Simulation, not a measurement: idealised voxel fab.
process module | voxel wiring stack
cross-section cut | 180 nm wide | cells 5 nm
A cross-section is a grid of square cells, given in bands from the top down. A band is one or more rows of cells.
Each band's line starts with the height of the band's top and of its bottom, in nm. Then come its materials from left to right, each with its width in nm. One material with "throughout" fills the band from edge to edge. "air" is empty space.
Height 0 is the level under which the wafer as received is all one material. The lowest band goes on downwards, as in "0 down".
A width such as "30 to 40" changes by the same amount from each row of cells to the next, from the band's top row to its bottom row.
"no change" after a step means that no cell of the cross-section changed.
closed voids: empty space of 8 cells or more with no open way to the top, each as width x height at its distance from the left edge, in nm
after a step's settings: what the simulator itself notes on the step
overlay nm, on a step with a mask: how far to the right of its planned place the mask lay; to the left if negative
plan
1 op RECEIVE | material Si
2 op CONFORMAL_DEP | material SiO2 | thk nm 10
3 op CONFORMAL_DEP | material SiN | thk nm 5
4 op DIRECTIONAL_DEP | material SiO2 | thk nm 25
5 op MASKED_ETCH | tone open | mask id METAL_1 | width nm 30 | pitch nm 55 | etch materials SiO2 | depth nm 25 | overlay nm 0
6 op MASKED_ETCH | tone open | mask id METAL_1 | width nm 30 | pitch nm 55 | etch materials SiN | depth nm 5 | overlay nm 0
7 op CONFORMAL_DEP | material TiN | thk nm 5
8 op FILL_DEP | material Cu | thk nm 5
9 op CMP | height nm 40
10 op CONFORMAL_DEP | material SiCN | thk nm 5
11 op DIRECTIONAL_DEP | material lowk | thk nm 15
12 op DIRECTIONAL_DEP | material aC | thk nm 15
13 op PATTERN | tone open | mask id PLUG_1 | material resist | width nm 15 | thk nm 35 | overlay nm 0
14 op DIRECTIONAL_ETCH | etch materials aC | depth nm 15
15 op STRIP | etch materials resist
16 op DIRECTIONAL_ETCH | etch materials lowk | depth nm 15
17 op DIRECTIONAL_ETCH | etch materials SiCN | depth nm 5
18 op STRIP | etch materials aC
19 op EPI | material Ru | thk nm 10
20 op EPI | material Ru | thk nm 10
21 op CONFORMAL_DEP | material SiCN | thk nm 5
22 op DIRECTIONAL_DEP | material SiO2 | thk nm 15
23 op DIRECTIONAL_DEP | material aC | thk nm 15
24 op PATTERN | tone open | mask id METAL_2 | material resist | width nm 30 | pitch nm 55 | thk nm 35 | overlay nm 0
25 op DIRECTIONAL_ETCH | etch materials aC | depth nm 15
26 op STRIP | etch materials resist
27 op DIRECTIONAL_ETCH | etch materials SiO2 | depth nm 15
28 op DIRECTIONAL_ETCH | etch materials SiCN | depth nm 5
29 op STRIP | etch materials aC
30 op CONFORMAL_DEP | material TiN | thk nm 5
31 op FILL_DEP | material W | thk nm 10
32 op CMP | height nm 80
33 op CONFORMAL_DEP | material SiCN | thk nm 5
34 op DIRECTIONAL_DEP | material SiO2 | thk nm 15
35 op DIRECTIONAL_DEP | material aC | thk nm 15
36 op PATTERN | tone open | mask id PLUG_2 | material resist | width nm 15 | pitch nm 55 | thk nm 30 | overlay nm 0
37 op DIRECTIONAL_ETCH | etch materials aC | depth nm 15
38 op STRIP | etch materials resist
39 op DIRECTIONAL_ETCH | etch materials SiO2 | depth nm 15
40 op DIRECTIONAL_ETCH | etch materials SiCN | depth nm 5
41 op STRIP | etch materials aC
42 op CONFORMAL_DEP | material TiN | thk nm 5
43 op FILL_DEP | material Ru | thk nm 5
44 op CMP | height nm 100
45 op DIRECTIONAL_DEP | material TiN | thk nm 5
46 op DIRECTIONAL_DEP | material Ru | thk nm 25
47 op MASKED_ETCH | tone cover | mask id METAL_3 | width nm 30 | pitch nm 55 | etch materials Ru | depth nm 25 | overlay nm 0
48 op MASKED_ETCH | tone cover | mask id METAL_3 | width nm 30 | pitch nm 55 | etch materials TiN | depth nm 5 | overlay nm 0
49 op CONFORMAL_DEP | material SiCN | thk nm 5
50 op FILL_DEP | material SiO2 | thk nm 5
51 op CMP | height nm 130
52 op CONFORMAL_DEP | material SiCN | thk nm 5
53 op DIRECTIONAL_DEP | material lowk | thk nm 25
54 op PATTERN | tone open | mask id METAL_4_HOLES | material resist | width nm 15 | pitch nm 55 | thk nm 15 | overlay nm 0
55 op DIRECTIONAL_ETCH | etch materials lowk | depth nm 25
56 op STRIP | etch materials resist
57 op MASKED_ETCH | tone open | mask id METAL_4 | width nm 30 | pitch nm 55 | etch materials lowk | depth nm 15 | overlay nm 0
58 op MASKED_ETCH | tone open | mask id METAL_4 | width nm 30 | pitch nm 55 | etch materials SiCN | depth nm 5 | overlay nm 0
59 op CONFORMAL_DEP | material TiN | thk nm 5
60 op FILL_DEP | material Cu | thk nm 10
61 op CMP | height nm 160
62 op CONFORMAL_DEP | material SiCN | thk nm 5
as received, after step 1
  0 down: Si throughout
  closed voids: none
a wafer at the end: this start, this plan, one mistake
  165 to 160: SiCN throughout
  160 to 150: lowk 45 | TiN 5 | Cu 20 | TiN 5 | lowk 25 | TiN 5 | Cu 20 | TiN 5 | lowk 50
  150 to 145: lowk 45 | TiN 5 | Cu 10 | TiN 15 | lowk 25 | TiN 5 | Cu 10 | TiN 15 | lowk 50
  145 to 135: lowk 45 | TiN 5 | Cu 10 | TiN 5 | lowk 35 | TiN 5 | Cu 10 | TiN 5 | lowk 60
  135 to 130: SiCN 45 | TiN 20 | SiCN 35 | TiN 20 | SiCN 60
  130 to 105: SiO2 40 | SiCN 5 | Ru 30 | SiCN 5 | SiO2 15 | SiCN 5 | Ru 30 | SiCN 5 | SiO2 45
  105 to 100: SiCN 45 | TiN 30 | SiCN 25 | TiN 30 | SiCN 50
  100 to 85: SiO2 45 | TiN 5 | Ru 5 | TiN 5 | SiO2 40 | TiN 5 | Ru 5 | TiN 5 | SiO2 65
  85 to 80: SiCN 45 | TiN 15 | SiCN 40 | TiN 15 | SiCN 65
  80 to 65: SiO2 45 | TiN 5 | W 20 | TiN 5 | SiO2 25 | TiN 5 | W 20 | TiN 5 | SiO2 50
  65 to 60: SiCN 45 | TiN 30 | SiCN 25 | TiN 30 | SiCN 50
  60 to 45: lowk 45 | Ru 15 | lowk 120
  45 to 40: SiCN 45 | Ru 15 | SiCN 120
  40 to 15: SiO2 45 | TiN 5 | Cu 20 | TiN 5 | SiO2 25 | TiN 5 | Cu 20 | TiN 5 | SiO2 50
  15 to 10: SiN 45 | TiN 30 | SiN 25 | TiN 30 | SiN 50
  10 to 0: SiO2 throughout
  0 down: Si throughout
  closed voids: none
what went wrong: step 54 ran as: op PATTERN | tone open | mask id METAL_4_HOLES | material resist | width nm 20 | pitch nm 55 | thk nm 15 | overlay nm 0
